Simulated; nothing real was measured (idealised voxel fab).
process module | voxel transistor to metal
cross-section cut | 175 nm wide | cells 5 nm
A cross-section is a grid of square cells, given in bands from the top down. A band is one or more rows of cells.
Each band's line starts with the height of the band's top and of its bottom, in nm. Then come its materials from left to right, each with its width in nm. One material with "throughout" fills the band from edge to edge. "air" is empty space.
Height 0 is the level under which the wafer as received is all one material. The lowest band goes on downwards, as in "0 down".
A width such as "30 to 40" changes by the same amount from each row of cells to the next, from the band's top row to its bottom row.
"no change" after a step means that no cell of the cross-section changed.
closed voids: empty space of 8 cells or more with no open way to the top, each as width x height at its distance from the left edge, in nm
after a step's settings: what the simulator itself notes on the step
overlay nm, on a step with a mask: how far to the right of its planned place the mask lay; to the left if negative
plan
1 op RECEIVE | material Si
2 op OXIDIZE | depth nm 5
3 op CONFORMAL_DEP | material SiN | thk nm 15
4 op DIRECTIONAL_DEP | material aC | thk nm 10
5 op PATTERN | tone cover | mask id ACTIVE | material resist | width nm 105 | thk nm 30 | overlay nm 0
6 op DIRECTIONAL_ETCH | etch materials aC | depth nm 10
7 op STRIP | etch materials resist
8 op DIRECTIONAL_ETCH | etch materials SiN | depth nm 15
9 op DIRECTIONAL_ETCH | etch materials SiO2 | depth nm 5
10 op DIRECTIONAL_ETCH | etch materials Si | depth nm 35
11 op STRIP | etch materials aC
12 op OXIDIZE | depth nm 5
13 op FILL_DEP | material SiO2 | thk nm 5
14 op CMP | height nm 15
15 op SELECTIVE_ETCH | etch materials SiO2 | depth nm 5
16 op STRIP | etch materials SiN
17 op SELECTIVE_ETCH | etch materials SiO2 | depth nm 5
18 op OXIDIZE | depth nm 5
19 op DIRECTIONAL_DEP | material polySi | thk nm 25
20 op DIRECTIONAL_DEP | material SiCN | thk nm 10
21 op PATTERN | tone cover | mask id GATE | material resist | width nm 15 | thk nm 20 | overlay nm 0
22 op DIRECTIONAL_ETCH | etch materials SiCN | depth nm 20
23 op DIRECTIONAL_ETCH | etch materials polySi | depth nm 35
24 op STRIP | etch materials resist
25 op CONFORMAL_DEP | material SiO2 | thk nm 5
26 op DIRECTIONAL_ETCH | etch materials SiO2 | depth nm 5
27 op CONFORMAL_DEP | material SiN | thk nm 5
28 op DIRECTIONAL_ETCH | etch materials SiN | depth nm 5
29 op DIRECTIONAL_ETCH | etch materials SiO2 | depth nm 5
30 op DIRECTIONAL_ETCH | etch materials Si | depth nm 5
31 op EPI | material pSi | thk nm 5
32 op FILL_DEP | material SiO2 | thk nm 5
33 op CMP | height nm 30
34 op DIRECTIONAL_DEP | material SiO2 | thk nm 15
35 op DIRECTIONAL_DEP | material aC | thk nm 10
36 op PATTERN | tone open | mask id CONTACT | material resist | width nm 30 | pitch nm 55 | thk nm 30 | overlay nm 0
37 op DIRECTIONAL_ETCH | etch materials aC | depth nm 10
38 op STRIP | etch materials resist
39 op DIRECTIONAL_ETCH | etch materials SiO2 | depth nm 55
40 op STRIP | etch materials aC
41 op CONFORMAL_DEP | material TiN | thk nm 5
42 op FILL_DEP | material W | thk nm 5
43 op CMP | height nm 45
44 op CONFORMAL_DEP | material SiN | thk nm 5
45 op DIRECTIONAL_DEP | material SiO2 | thk nm 15
46 op PATTERN | tone open | mask id METAL_1 | material resist | width nm 20 | pitch nm 65 | thk nm 20 | overlay nm 0
47 op DIRECTIONAL_ETCH | etch materials SiO2 | depth nm 15
48 op DIRECTIONAL_ETCH | etch materials SiN | depth nm 5
49 op STRIP | etch materials resist
50 op CONFORMAL_DEP | material TiN | thk nm 5
51 op FILL_DEP | material Ru | thk nm 5
52 op CMP | height nm 65
53 op EPI | material Ru | thk nm 5
54 op FILL_DEP | material SiCN | thk nm 5
first wafer, as planned
as received, after step 1
  0 down: Si throughout
  closed voids: none
after step 2
  0 to -5: SiO2 throughout
  below -5: unchanged
after step 3
  15 to 0: SiN throughout
  below 0: unchanged
after step 4
  25 to 15: aC throughout
  below 15: unchanged
after step 5
  55 to 25: air 35 | resist 105 | air 35
  below 25: unchanged
after step 6
  45 to 25: air 35 | resist 105 | air 35
  25 to 15: air 35 | aC 105 | air 35
  below 15: unchanged
after step 7
  25 to 15: air 35 | aC 105 | air 35
  below 15: unchanged
after step 8
  25 to 15: air 35 | aC 105 | air 35
  15 to 0: air 35 | SiN 105 | air 35
  below 0: unchanged
after step 9
  25 to 15: air 35 | aC 105 | air 35
  15 to 0: air 35 | SiN 105 | air 35
  0 to -5: air 35 | SiO2 105 | air 35
  below -5: unchanged
after step 10
  25 to 15: air 35 | aC 105 | air 35
  15 to 0: air 35 | SiN 105 | air 35
  0 to -5: air 35 | SiO2 105 | air 35
  -5 to -40: air 35 | Si 105 | air 35
  below -40: unchanged
after step 11
  15 to 0: air 35 | SiN 105 | air 35
  below 0: unchanged
after step 12
  15 to 0: air 35 | SiN 105 | air 35
  0 to -5: air 35 | SiO2 105 | air 35
  -5 to -40: air 35 | SiO2 5 | Si 95 | SiO2 5 | air 35
  -40 to -45: SiO2 40 | Si 95 | SiO2 40
  below -45: unchanged
after step 13
  20 to 15: SiO2 throughout
  15 to 0: SiO2 35 | SiN 105 | SiO2 35
  0 to -5: SiO2 throughout
  -5 to -45: SiO2 40 | Si 95 | SiO2 40
  below -45: unchanged
after step 14
  15 to 0: SiO2 35 | SiN 105 | SiO2 35
  below 0: unchanged
after step 15
  15 to 10: air 35 | SiN 105 | air 35
  below 10: unchanged
after step 16
  10 to 0: SiO2 35 | air 105 | SiO2 35
  below 0: unchanged
after step 17
  5 to -5: SiO2 30 | air 115 | SiO2 30
  below -5: unchanged
after step 18
  5 to -5: SiO2 30 | air 115 | SiO2 30
  -5 to -10: SiO2 throughout
  below -10: unchanged
after step 19
  30 to 20: polySi 30 | air 115 | polySi 30
  20 to 5: polySi throughout
  5 to -5: SiO2 30 | polySi 115 | SiO2 30
  below -5: unchanged
after step 20
  40 to 30: SiCN 30 | air 115 | SiCN 30
  30 to 20: polySi 30 | SiCN 115 | polySi 30
  below 20: unchanged
after step 21
  60 to 40: air 80 | resist 15 | air 80
  40 to 30: SiCN 30 | air 50 | resist 15 | air 50 | SiCN 30
  below 30: unchanged
after step 22
  60 to 30: air 80 | resist 15 | air 80
  30 to 20: polySi 30 | air 50 | SiCN 15 | air 50 | polySi 30
  below 20: unchanged
after step 23
  60 to 30: air 80 | resist 15 | air 80
  30 to 20: air 80 | SiCN 15 | air 80
  20 to 5: air 80 | polySi 15 | air 80
  5 to -5: SiO2 30 | air 50 | polySi 15 | air 50 | SiO2 30
  below -5: unchanged
after step 24
  30 to 20: air 80 | SiCN 15 | air 80
  below 20: unchanged
after step 25
  35 to 30: air 75 | SiO2 25 | air 75
  30 to 20: air 75 | SiO2 5 | SiCN 15 | SiO2 5 | air 75
  20 to 10: air 75 | SiO2 5 | polySi 15 | SiO2 5 | air 75
  10 to 0: SiO2 35 | air 40 | SiO2 5 | polySi 15 | SiO2 5 | air 40 | SiO2 35
  0 to -5: SiO2 80 | polySi 15 | SiO2 80
  below -5: unchanged
after step 26
  30 to 20: air 75 | SiO2 5 | SiCN 15 | SiO2 5 | air 75
  20 to 5: air 75 | SiO2 5 | polySi 15 | SiO2 5 | air 75
  5 to -5: SiO2 35 | air 40 | SiO2 5 | polySi 15 | SiO2 5 | air 40 | SiO2 35
  below -5: unchanged
after step 27
  35 to 30: air 70 | SiN 35 | air 70
  30 to 20: air 70 | SiN 5 | SiO2 5 | SiCN 15 | SiO2 5 | SiN 5 | air 70
  20 to 10: air 70 | SiN 5 | SiO2 5 | polySi 15 | SiO2 5 | SiN 5 | air 70
  10 to 5: SiN 40 | air 30 | SiN 5 | SiO2 5 | polySi 15 | SiO2 5 | SiN 5 | air 30 | SiN 40
  5 to 0: SiO2 35 | SiN 5 | air 30 | SiN 5 | SiO2 5 | polySi 15 | SiO2 5 | SiN 5 | air 30 | SiN 5 | SiO2 35
  0 to -5: SiO2 35 | SiN 40 | SiO2 5 | polySi 15 | SiO2 5 | SiN 40 | SiO2 35
  below -5: unchanged
after step 28
  30 to 20: air 70 | SiN 5 | SiO2 5 | SiCN 15 | SiO2 5 | SiN 5 | air 70
  20 to 5: air 70 | SiN 5 | SiO2 5 | polySi 15 | SiO2 5 | SiN 5 | air 70
  5 to -5: SiO2 35 | SiN 5 | air 30 | SiN 5 | SiO2 5 | polySi 15 | SiO2 5 | SiN 5 | air 30 | SiN 5 | SiO2 35
  below -5: unchanged
after step 29
  30 to 25: air 70 | SiN 5 | air 5 | SiCN 15 | air 5 | SiN 5 | air 70
  25 to 20: air 70 | SiN 5 | SiO2 5 | SiCN 15 | SiO2 5 | SiN 5 | air 70
  20 to 5: air 70 | SiN 5 | SiO2 5 | polySi 15 | SiO2 5 | SiN 5 | air 70
  5 to 0: air 35 | SiN 5 | air 30 | SiN 5 | SiO2 5 | polySi 15 | SiO2 5 | SiN 5 | air 30 | SiN 5 | air 35
  0 to -5: SiO2 35 | SiN 5 | air 30 | SiN 5 | SiO2 5 | polySi 15 | SiO2 5 | SiN 5 | air 30 | SiN 5 | SiO2 35
  -5 to -10: SiO2 40 | air 30 | SiO2 35 | air 30 | SiO2 40
  below -10: unchanged
after step 30
  30 to 25: air 70 | SiN 5 | air 5 | SiCN 15 | air 5 | SiN 5 | air 70
  25 to 20: air 70 | SiN 5 | SiO2 5 | SiCN 15 | SiO2 5 | SiN 5 | air 70
  20 to 5: air 70 | SiN 5 | SiO2 5 | polySi 15 | SiO2 5 | SiN 5 | air 70
  5 to 0: air 35 | SiN 5 | air 30 | SiN 5 | SiO2 5 | polySi 15 | SiO2 5 | SiN 5 | air 30 | SiN 5 | air 35
  0 to -5: SiO2 35 | SiN 5 | air 30 | SiN 5 | SiO2 5 | polySi 15 | SiO2 5 | SiN 5 | air 30 | SiN 5 | SiO2 35
  -5 to -10: SiO2 40 | air 30 | SiO2 35 | air 30 | SiO2 40
  -10 to -15: SiO2 40 | air 30 | Si 35 | air 30 | SiO2 40
  below -15: unchanged
after step 31
  30 to 25: air 70 | SiN 5 | air 5 | SiCN 15 | air 5 | SiN 5 | air 70
  25 to 20: air 70 | SiN 5 | SiO2 5 | SiCN 15 | SiO2 5 | SiN 5 | air 70
  20 to 5: air 70 | SiN 5 | SiO2 5 | polySi 15 | SiO2 5 | SiN 5 | air 70
  5 to 0: air 35 | SiN 5 | air 30 | SiN 5 | SiO2 5 | polySi 15 | SiO2 5 | SiN 5 | air 30 | SiN 5 | air 35
  0 to -5: SiO2 35 | SiN 5 | air 30 | SiN 5 | SiO2 5 | polySi 15 | SiO2 5 | SiN 5 | air 30 | SiN 5 | SiO2 35
  -5 to -10: SiO2 40 | air 25 | pSi 5 | SiO2 35 | pSi 5 | air 25 | SiO2 40
  -10 to -15: SiO2 40 | pSi 30 | Si 35 | pSi 30 | SiO2 40
  below -15: unchanged
after step 32
  35 to 30: SiO2 throughout
  30 to 20: SiO2 70 | SiN 5 | SiO2 5 | SiCN 15 | SiO2 5 | SiN 5 | SiO2 70
  20 to 5: SiO2 70 | SiN 5 | SiO2 5 | polySi 15 | SiO2 5 | SiN 5 | SiO2 70
  5 to -5: SiO2 35 | SiN 5 | SiO2 30 | SiN 5 | SiO2 5 | polySi 15 | SiO2 5 | SiN 5 | SiO2 30 | SiN 5 | SiO2 35
  -5 to -10: SiO2 65 | pSi 5 | SiO2 35 | pSi 5 | SiO2 65
  below -10: unchanged
after step 33
  30 to 20: SiO2 70 | SiN 5 | SiO2 5 | SiCN 15 | SiO2 5 | SiN 5 | SiO2 70
  below 20: unchanged
after step 34
  45 to 30: SiO2 throughout
  below 30: unchanged
after step 35
  55 to 45: aC throughout
  below 45: unchanged
after step 36
  85 to 55: resist 45 | air 30 | resist 25 | air 30 | resist 45
  below 55: unchanged
after step 37
  75 to 55: resist 45 | air 30 | resist 25 | air 30 | resist 45
  55 to 45: aC 45 | air 30 | aC 25 | air 30 | aC 45
  below 45: unchanged
after step 38
  55 to 45: aC 45 | air 30 | aC 25 | air 30 | aC 45
  below 45: unchanged
after step 39
  55 to 45: aC 45 | air 30 | aC 25 | air 30 | aC 45
  45 to 30: SiO2 45 | air 30 | SiO2 25 | air 30 | SiO2 45
  30 to 20: SiO2 45 | air 25 | SiN 5 | SiO2 5 | SiCN 15 | SiO2 5 | SiN 5 | air 25 | SiO2 45
  20 to 5: SiO2 45 | air 25 | SiN 5 | SiO2 5 | polySi 15 | SiO2 5 | SiN 5 | air 25 | SiO2 45
  5 to -5: SiO2 35 | SiN 5 | SiO2 5 | air 25 | SiN 5 | SiO2 5 | polySi 15 | SiO2 5 | SiN 5 | air 25 | SiO2 5 | SiN 5 | SiO2 35
  -5 to -10: SiO2 45 | air 20 | pSi 5 | SiO2 35 | pSi 5 | air 20 | SiO2 45
  below -10: unchanged
after step 40
  45 to 30: SiO2 45 | air 30 | SiO2 25 | air 30 | SiO2 45
  below 30: unchanged
after step 41
  50 to 45: TiN 50 | air 20 | TiN 35 | air 20 | TiN 50
  45 to 35: SiO2 45 | TiN 5 | air 20 | TiN 5 | SiO2 25 | TiN 5 | air 20 | TiN 5 | SiO2 45
  35 to 30: SiO2 45 | TiN 5 | air 15 | TiN 10 | SiO2 25 | TiN 10 | air 15 | TiN 5 | SiO2 45
  30 to 20: SiO2 45 | TiN 5 | air 15 | TiN 5 | SiN 5 | SiO2 5 | SiCN 15 | SiO2 5 | SiN 5 | TiN 5 | air 15 | TiN 5 | SiO2 45
  20 to 5: SiO2 45 | TiN 5 | air 15 | TiN 5 | SiN 5 | SiO2 5 | polySi 15 | SiO2 5 | SiN 5 | TiN 5 | air 15 | TiN 5 | SiO2 45
  5 to -5: SiO2 35 | SiN 5 | SiO2 5 | TiN 5 | air 15 to 10 | TiN 5 to 10 | SiN 5 | SiO2 5 | polySi 15 | SiO2 5 | SiN 5 | TiN 5 to 10 | air 15 to 10 | TiN 5 | SiO2 5 | SiN 5 | SiO2 35
  -5 to -10: SiO2 45 | TiN 20 | pSi 5 | SiO2 35 | pSi 5 | TiN 20 | SiO2 45
  below -10: unchanged
after step 42
  55 to 50: W throughout
  50 to 45: TiN 50 | W 20 | TiN 35 | W 20 | TiN 50
  45 to 35: SiO2 45 | TiN 5 | W 20 | TiN 5 | SiO2 25 | TiN 5 | W 20 | TiN 5 | SiO2 45
  35 to 30: SiO2 45 | TiN 5 | W 15 | TiN 10 | SiO2 25 | TiN 10 | W 15 | TiN 5 | SiO2 45
  30 to 20: SiO2 45 | TiN 5 | W 15 | TiN 5 | SiN 5 | SiO2 5 | SiCN 15 | SiO2 5 | SiN 5 | TiN 5 | W 15 | TiN 5 | SiO2 45
  20 to 5: SiO2 45 | TiN 5 | W 15 | TiN 5 | SiN 5 | SiO2 5 | polySi 15 | SiO2 5 | SiN 5 | TiN 5 | W 15 | TiN 5 | SiO2 45
  5 to -5: SiO2 35 | SiN 5 | SiO2 5 | TiN 5 | W 15 to 10 | TiN 5 to 10 | SiN 5 | SiO2 5 | polySi 15 | SiO2 5 | SiN 5 | TiN 5 to 10 | W 15 to 10 | TiN 5 | SiO2 5 | SiN 5 | SiO2 35
  below -5: unchanged
after step 43
  45 to 35: SiO2 45 | TiN 5 | W 20 | TiN 5 | SiO2 25 | TiN 5 | W 20 | TiN 5 | SiO2 45
  below 35: unchanged
after step 44
  50 to 45: SiN throughout
  below 45: unchanged
after step 45
  65 to 50: SiO2 throughout
  below 50: unchanged
after step 46
  85 to 65: resist 45 | air 20 | resist 45 | air 20 | resist 45
  below 65: unchanged
after step 47
  85 to 65: resist 45 | air 20 | resist 45 | air 20 | resist 45
  65 to 50: SiO2 45 | air 20 | SiO2 45 | air 20 | SiO2 45
  below 50: unchanged
after step 48
  85 to 65: resist 45 | air 20 | resist 45 | air 20 | resist 45
  65 to 50: SiO2 45 | air 20 | SiO2 45 | air 20 | SiO2 45
  50 to 45: SiN 45 | air 20 | SiN 45 | air 20 | SiN 45
  below 45: unchanged
after step 49
  65 to 50: SiO2 45 | air 20 | SiO2 45 | air 20 | SiO2 45
  below 50: unchanged
after step 50
  70 to 65: TiN 50 | air 10 | TiN 55 | air 10 | TiN 50
  65 to 50: SiO2 45 | TiN 5 | air 10 | TiN 5 | SiO2 45 | TiN 5 | air 10 | TiN 5 | SiO2 45
  50 to 45: SiN 45 | TiN 20 | SiN 45 | TiN 20 | SiN 45
  below 45: unchanged
after step 51
  75 to 70: Ru throughout
  70 to 65: TiN 50 | Ru 10 | TiN 55 | Ru 10 | TiN 50
  65 to 50: SiO2 45 | TiN 5 | Ru 10 | TiN 5 | SiO2 45 | TiN 5 | Ru 10 | TiN 5 | SiO2 45
  below 50: unchanged
after step 52
  65 to 50: SiO2 45 | TiN 5 | Ru 10 | TiN 5 | SiO2 45 | TiN 5 | Ru 10 | TiN 5 | SiO2 45
  below 50: unchanged
after step 53
  70 to 65: air 40 | Ru 30 | air 35 | Ru 30 | air 40
  below 65: unchanged
after step 54
  75 to 70: SiCN throughout
  70 to 65: SiCN 40 | Ru 30 | SiCN 35 | Ru 30 | SiCN 40
  below 65: unchanged
second wafer: like start, like plan, one mistake. Through step 26 it matches the first wafer
when step 27 should have ended: no change
when step 28 should have ended: no change
when step 29 should have ended
  30 to 25: air 80 | SiCN 15 | air 80
  25 to 20: air 75 | SiO2 5 | SiCN 15 | SiO2 5 | air 75
  20 to 0: air 75 | SiO2 5 | polySi 15 | SiO2 5 | air 75
  0 to -5: SiO2 35 | air 40 | SiO2 5 | polySi 15 | SiO2 5 | air 40 | SiO2 35
  -5 to -10: SiO2 35 | air 40 | SiO2 25 | air 40 | SiO2 35
  below -10: unchanged
when step 30 should have ended
  30 to 25: air 80 | SiCN 15 | air 80
  25 to 20: air 75 | SiO2 5 | SiCN 15 | SiO2 5 | air 75
  20 to 0: air 75 | SiO2 5 | polySi 15 | SiO2 5 | air 75
  0 to -5: SiO2 35 | air 40 | SiO2 5 | polySi 15 | SiO2 5 | air 40 | SiO2 35
  -5 to -10: SiO2 35 | air 40 | SiO2 25 | air 40 | SiO2 35
  -10 to -15: SiO2 40 | air 35 | Si 25 | air 35 | SiO2 40
  below -15: unchanged
when step 31 should have ended
  30 to 25: air 80 | SiCN 15 | air 80
  25 to 20: air 75 | SiO2 5 | SiCN 15 | SiO2 5 | air 75
  20 to 0: air 75 | SiO2 5 | polySi 15 | SiO2 5 | air 75
  0 to -5: SiO2 35 | air 40 | SiO2 5 | polySi 15 | SiO2 5 | air 40 | SiO2 35
  -5 to -10: SiO2 35 | air 35 | pSi 5 | SiO2 25 | pSi 5 | air 35 | SiO2 35
  -10 to -15: SiO2 40 | pSi 35 | Si 25 | pSi 35 | SiO2 40
  below -15: unchanged
when step 32 should have ended
  35 to 30: SiO2 throughout
  30 to 20: SiO2 80 | SiCN 15 | SiO2 80
  20 to -5: SiO2 80 | polySi 15 | SiO2 80
  -5 to -10: SiO2 70 | pSi 5 | SiO2 25 | pSi 5 | SiO2 70
  below -10: unchanged
when step 33 should have ended
  30 to 20: SiO2 80 | SiCN 15 | SiO2 80
  below 20: unchanged
when step 34 should have ended
  45 to 30: SiO2 throughout
  below 30: unchanged
when step 35 should have ended
  55 to 45: aC throughout
  below 45: unchanged
when step 36 should have ended
  85 to 55: resist 45 | air 30 | resist 25 | air 30 | resist 45
  below 55: unchanged
when step 37 should have ended
  75 to 55: resist 45 | air 30 | resist 25 | air 30 | resist 45
  55 to 45: aC 45 | air 30 | aC 25 | air 30 | aC 45
  below 45: unchanged
when step 38 should have ended
  55 to 45: aC 45 | air 30 | aC 25 | air 30 | aC 45
  below 45: unchanged
when step 39 should have ended
  55 to 45: aC 45 | air 30 | aC 25 | air 30 | aC 45
  45 to 30: SiO2 45 | air 30 | SiO2 25 | air 30 | SiO2 45
  30 to 20: SiO2 45 | air 30 | SiO2 5 | SiCN 15 | SiO2 5 | air 30 | SiO2 45
  20 to -5: SiO2 45 | air 30 | SiO2 5 | polySi 15 | SiO2 5 | air 30 | SiO2 45
  -5 to -10: SiO2 45 | air 25 | pSi 5 | SiO2 25 | pSi 5 | air 25 | SiO2 45
  below -10: unchanged
when step 40 should have ended
  45 to 30: SiO2 45 | air 30 | SiO2 25 | air 30 | SiO2 45
  below 30: unchanged
when step 41 should have ended
  50 to 45: TiN 50 | air 20 | TiN 35 | air 20 | TiN 50
  45 to 30: SiO2 45 | TiN 5 | air 20 | TiN 5 | SiO2 25 | TiN 5 | air 20 | TiN 5 | SiO2 45
  30 to 20: SiO2 45 | TiN 5 | air 20 | TiN 5 | SiO2 5 | SiCN 15 | SiO2 5 | TiN 5 | air 20 | TiN 5 | SiO2 45
  20 to 0: SiO2 45 | TiN 5 | air 20 | TiN 5 | SiO2 5 | polySi 15 | SiO2 5 | TiN 5 | air 20 | TiN 5 | SiO2 45
  0 to -5: SiO2 45 | TiN 5 | air 15 | TiN 10 | SiO2 5 | polySi 15 | SiO2 5 | TiN 10 | air 15 | TiN 5 | SiO2 45
  -5 to -10: SiO2 45 | TiN 25 | pSi 5 | SiO2 25 | pSi 5 | TiN 25 | SiO2 45
  below -10: unchanged
when step 42 should have ended
  55 to 50: W throughout
  50 to 45: TiN 50 | W 20 | TiN 35 | W 20 | TiN 50
  45 to 30: SiO2 45 | TiN 5 | W 20 | TiN 5 | SiO2 25 | TiN 5 | W 20 | TiN 5 | SiO2 45
  30 to 20: SiO2 45 | TiN 5 | W 20 | TiN 5 | SiO2 5 | SiCN 15 | SiO2 5 | TiN 5 | W 20 | TiN 5 | SiO2 45
  20 to 0: SiO2 45 | TiN 5 | W 20 | TiN 5 | SiO2 5 | polySi 15 | SiO2 5 | TiN 5 | W 20 | TiN 5 | SiO2 45
  0 to -5: SiO2 45 | TiN 5 | W 15 | TiN 10 | SiO2 5 | polySi 15 | SiO2 5 | TiN 10 | W 15 | TiN 5 | SiO2 45
  below -5: unchanged
when step 43 should have ended
  45 to 30: SiO2 45 | TiN 5 | W 20 | TiN 5 | SiO2 25 | TiN 5 | W 20 | TiN 5 | SiO2 45
  below 30: unchanged
when step 44 should have ended
  50 to 45: SiN throughout
  below 45: unchanged
when step 45 should have ended
  65 to 50: SiO2 throughout
  below 50: unchanged
when step 46 should have ended
  85 to 65: resist 45 | air 20 | resist 45 | air 20 | resist 45
  below 65: unchanged
when step 47 should have ended
  85 to 65: resist 45 | air 20 | resist 45 | air 20 | resist 45
  65 to 50: SiO2 45 | air 20 | SiO2 45 | air 20 | SiO2 45
  below 50: unchanged
when step 48 should have ended
  85 to 65: resist 45 | air 20 | resist 45 | air 20 | resist 45
  65 to 50: SiO2 45 | air 20 | SiO2 45 | air 20 | SiO2 45
  50 to 45: SiN 45 | air 20 | SiN 45 | air 20 | SiN 45
  below 45: unchanged
when step 49 should have ended
  65 to 50: SiO2 45 | air 20 | SiO2 45 | air 20 | SiO2 45
  below 50: unchanged
when step 50 should have ended
  70 to 65: TiN 50 | air 10 | TiN 55 | air 10 | TiN 50
  65 to 50: SiO2 45 | TiN 5 | air 10 | TiN 5 | SiO2 45 | TiN 5 | air 10 | TiN 5 | SiO2 45
  50 to 45: SiN 45 | TiN 20 | SiN 45 | TiN 20 | SiN 45
  below 45: unchanged
when step 51 should have ended
  75 to 70: Ru throughout
  70 to 65: TiN 50 | Ru 10 | TiN 55 | Ru 10 | TiN 50
  65 to 50: SiO2 45 | TiN 5 | Ru 10 | TiN 5 | SiO2 45 | TiN 5 | Ru 10 | TiN 5 | SiO2 45
  below 50: unchanged
when step 52 should have ended
  65 to 50: SiO2 45 | TiN 5 | Ru 10 | TiN 5 | SiO2 45 | TiN 5 | Ru 10 | TiN 5 | SiO2 45
  below 50: unchanged
when step 53 should have ended
  70 to 65: air 40 | Ru 30 | air 35 | Ru 30 | air 40
  below 65: unchanged
when step 54 should have ended
  75 to 70: SiCN throughout
  70 to 65: SiCN 40 | Ru 30 | SiCN 35 | Ru 30 | SiCN 40
  below 65: unchanged
what went wrong: step 27 was left out
at the end the second wafer has, in cells: 2 fewer of Si | 18 fewer of SiN | 2 more of SiO2 | 16 more of W | 2 more of pSi
